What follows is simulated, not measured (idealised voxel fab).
This section sets out a process module, namely voxel released beams.
Cross-section cut spans 220 nm and uses square cells 5 nm in size.
If you're reading a cross-section in this doc, picture square cells in a grid; it comes to you as bands, top ones listed first down to the bottom, and a band can be one or more rows of cells.
Each band's line starts with the height of the band's top and of its bottom, in nm. Then come its materials from left to right, each with its width in nm. One material with "edge to edge" fills the band from edge to edge. "empty" is empty space.
Counting heights begins at 0, where everything beneath is, in the wafer as received, one material. The lowest band has no bottom; it goes on downwards, as "from 0 down" shows.
Quick explanation for "30 to 40": the width changes in equal steps down the rows of cells, from the first number in the band's top row to the second number in its bottom row.
When a step is marked "nothing changed", none of the cells in the cross-section changed during that step.
If an empty space has no open way to the top and is at least 8 cells in size, "Tabulated closed voids" lists it, written width x height at distance, where distance is measured from the left edge and every value is in nm.
What comes after the settings on a step's line is commentary from the simulator itself on that step.
overlay nm: mask offset rightward from planned place, masked step; negative means leftward offset.
Steps planned for the process
1 RECEIVE [material Si]
2 CONFORMAL_DEP [material SiN] [thk nm 10]
3 DIRECTIONAL_DEP [material SiO2] [thk nm 15]
4 MASKED_ETCH [tone open] [mask id ANCHOR] [width nm 45] [etch materials SiO2] [depth nm 15] [overlay nm 0]
5 CONFORMAL_DEP [material TiN] [thk nm 15]
6 PATTERN [tone cover] [mask id BEAM] [material resist] [width nm 130] [thk nm 20] [overlay nm -15]
7 DIRECTIONAL_ETCH [etch materials TiN] [depth nm 15]
8 STRIP [etch materials resist]
9 STRIP [etch materials SiO2]
Same starting wafers, different overlay nm at step 6. Plan value belongs to the first wafer.
As-received state after step 1, first of several wafers, cross-section
> from 0 down  Si edge to edge
> Tabulated closed voids: none
Wafer rows, end of module: cells per material gained (+) or lost (-) since receipt; closed voids last
overlay nm -15; +88 SiN; +96 TiN; Tabulated closed voids: none
overlay nm -10; +88 SiN; +96 TiN; Tabulated closed voids: none
overlay nm -5; +88 SiN; +96 TiN; Tabulated closed voids: none
overlay nm 0; +88 SiN; +96 TiN; Tabulated closed voids: none
overlay nm 5; +88 SiN; +96 TiN; Tabulated closed voids: none
overlay nm 10; +88 SiN; +96 TiN; Tabulated closed voids: none
overlay nm 15; +88 SiN; +96 TiN; Tabulated closed voids: none
